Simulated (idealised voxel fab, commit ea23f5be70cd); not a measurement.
voxel gate over fins: a process module
Cross-section cut spans 150 nm and uses square cells 5 nm in size.
Cross-sections here: square-cell grids, written as top-down lists of bands, a band being one or more rows of cells.
Each band's line starts with the height of the band's top and of its bottom, in nm. Then come its materials from left to right, each with its width in nm. One material with "full width" fills the band from edge to edge. "blank" is empty space.
Basically, 0 is our baseline, since under it the wafer straight out of the box is all one material. The bottom band has no lower end and keeps on going down, so it looks like "0 down".
Width "30->40": first value at the band's top row of cells, second value at its bottom row, equal change from row to row.
You'll sometimes find "nothing altered" written for a step, and that's the way of saying that nowhere in the cross-section did a cell change during that step.
So "Closed void catalog" is basically the list of trapped voids: any empty space of 8 cells or more that can't reach the top through an opening. They're written width x height at distance, the distance being from the left edge, and it's all nm.
On each step's line, the part that comes after the settings is the simulator's own comment on the step.
overlay nm: mask offset rightward from planned place, masked step; negative means leftward offset.

So here's the lineup of process steps we planned:
- 1: op RECEIVE | material Si
- 2: op CONFORMAL_DEP | material SiN | thk nm 5
- 3: op MASKED_ETCH | tone cover | mask id FINS | width nm 15 | pitch nm 40 | etch materials SiN | depth nm 5 | overlay nm 0
- 4: op MASKED_ETCH | tone cover | mask id FINS | width nm 15 | pitch nm 40 | etch materials Si | depth nm 40 | overlay nm 0
- 5: op FILL_DEP | material SiO2 | thk nm 10
- 6: op CMP | height nm 5
- 7: op SELECTIVE_ETCH | etch materials SiO2 | depth nm 15
- 8: op STRIP | etch materials SiN
- 9: op CONFORMAL_DEP | material HfO2 | thk nm 5
- 10: op CONFORMAL_DEP | material TiN | thk nm 5
- 11: op FILL_DEP | material W | thk nm 15
- 12: op CMP | height nm 20
- 13: op CONFORMAL_DEP | material SiN | thk nm 5

first wafer, as planned:

as received, after step 1:
- 0 down: Si full width
- Closed void catalog: none

Wafer section view after processing step 2:
- 5 to 0: SiN full width
- Under 0: no change, same as before.

Wafer section view after processing step 3:
- 5 to 0: blank (25), then SiN (15), then blank (25), then SiN (15), then blank (25), then SiN (15), then blank (30)
- Under 0: no change, same as before.

Wafer section view after processing step 4:
- 5 to 0: blank (25), then SiN (15), then blank (25), then SiN (15), then blank (25), then SiN (15), then blank (30)
- 0 to -40: blank (25), then Si (15), then blank (25), then Si (15), then blank (25), then Si (15), then blank (30)
- Under -40: no change, same as before.

Wafer section view after processing step 5:
- 15 to 5: SiO2 full width
- 5 to 0: SiO2 (25), then SiN (15), then SiO2 (25), then SiN (15), then SiO2 (25), then SiN (15), then SiO2 (30)
- 0 to -40: SiO2 (25), then Si (15), then SiO2 (25), then Si (15), then SiO2 (25), then Si (15), then SiO2 (30)
- Under -40: no change, same as before.

Wafer section view after processing step 6:
- 5 to 0: SiO2 (25), then SiN (15), then SiO2 (25), then SiN (15), then SiO2 (25), then SiN (15), then SiO2 (30)
- Under 0: no change, same as before.

Wafer section view after processing step 7:
- 5 to 0: blank (25), then SiN (15), then blank (25), then SiN (15), then blank (25), then SiN (15), then blank (30)
- 0 to -10: blank (25), then Si (15), then blank (25), then Si (15), then blank (25), then Si (15), then blank (30)
- Under -10: no change, same as before.

Wafer section view after processing step 8:
- 0 to -10: blank (25), then Si (15), then blank (25), then Si (15), then blank (25), then Si (15), then blank (30)
- Under -10: no change, same as before.

Wafer section view after processing step 9:
- 5 to 0: blank (20), then HfO2 (25), then blank (15), then HfO2 (25), then blank (15), then HfO2 (25), then blank (25)
- 0 to -5: blank (20), then HfO2 (5), then Si (15), then HfO2 (5), then blank (15), then HfO2 (5), then Si (15), then HfO2 (5), then blank (15), then HfO2 (5), then Si (15), then HfO2 (5), then blank (25)
- -5 to -10: HfO2 (25), then Si (15), then HfO2 (25), then Si (15), then HfO2 (25), then Si (15), then HfO2 (30)
- Under -10: no change, same as before.

Wafer section view after processing step 10:
- 10 to 5: blank (15), then TiN (35), then blank (5), then TiN (35), then blank (5), then TiN (35), then blank (20)
- 5 to 0: blank (15), then TiN (5), then HfO2 (25), then TiN (5), then blank (5), then TiN (5), then HfO2 (25), then TiN (5), then blank (5), then TiN (5), then HfO2 (25), then TiN (5), then blank (20)
- 0 to -5: TiN (20), then HfO2 (5), then Si (15), then HfO2 (5), then TiN (15), then HfO2 (5), then Si (15), then HfO2 (5), then TiN (15), then HfO2 (5), then Si (15), then HfO2 (5), then TiN (25)
- Under -5: no change, same as before.

Wafer section view after processing step 11:
- 25 to 10: W full width
- 10 to 5: W (15), then TiN (35), then W (5), then TiN (35), then W (5), then TiN (35), then W (20)
- 5 to 0: W (15), then TiN (5), then HfO2 (25), then TiN (5), then W (5), then TiN (5), then HfO2 (25), then TiN (5), then W (5), then TiN (5), then HfO2 (25), then TiN (5), then W (20)
- Under 0: no change, same as before.

Wafer section view after processing step 12:
- 20 to 10: W full width
- Under 10: no change, same as before.

Wafer section view after processing step 13:
- 25 to 20: SiN full width
- Under 20: no change, same as before.

Second wafer, same starting state and plan as the first, one mistake in the run, identical through step 8:

Second wafer at the planned finish of step 9, seen in cross-section: nothing altered

Second wafer at the planned finish of step 10, seen in cross-section:
- 5 to 0: blank (20), then TiN (25), then blank (15), then TiN (25), then blank (15), then TiN (25), then blank (25)
- 0 to -5: blank (20), then TiN (5), then Si (15), then TiN (5), then blank (15), then TiN (5), then Si (15), then TiN (5), then blank (15), then TiN (5), then Si (15), then TiN (5), then blank (25)
- -5 to -10: TiN (25), then Si (15), then TiN (25), then Si (15), then TiN (25), then Si (15), then TiN (30)
- Under -10: no change, same as before.

Second wafer at the planned finish of step 11, seen in cross-section:
- 20 to 5: W full width
- 5 to 0: W (20), then TiN (25), then W (15), then TiN (25), then W (15), then TiN (25), then W (25)
- 0 to -5: W (20), then TiN (5), then Si (15), then TiN (5), then W (15), then TiN (5), then Si (15), then TiN (5), then W (15), then TiN (5), then Si (15), then TiN (5), then W (25)
- Under -5: no change, same as before.

Second wafer at the planned finish of step 12, seen in cross-section: nothing altered

Second wafer at the planned finish of step 13, seen in cross-section:
- 25 to 20: SiN full width
- Under 20: no change, same as before.
Plan not followed: step 9 of the plan was bypassed and not carried out
Materials where the second wafer ends with more or fewer cells than the first: -42 HfO2, +42 W
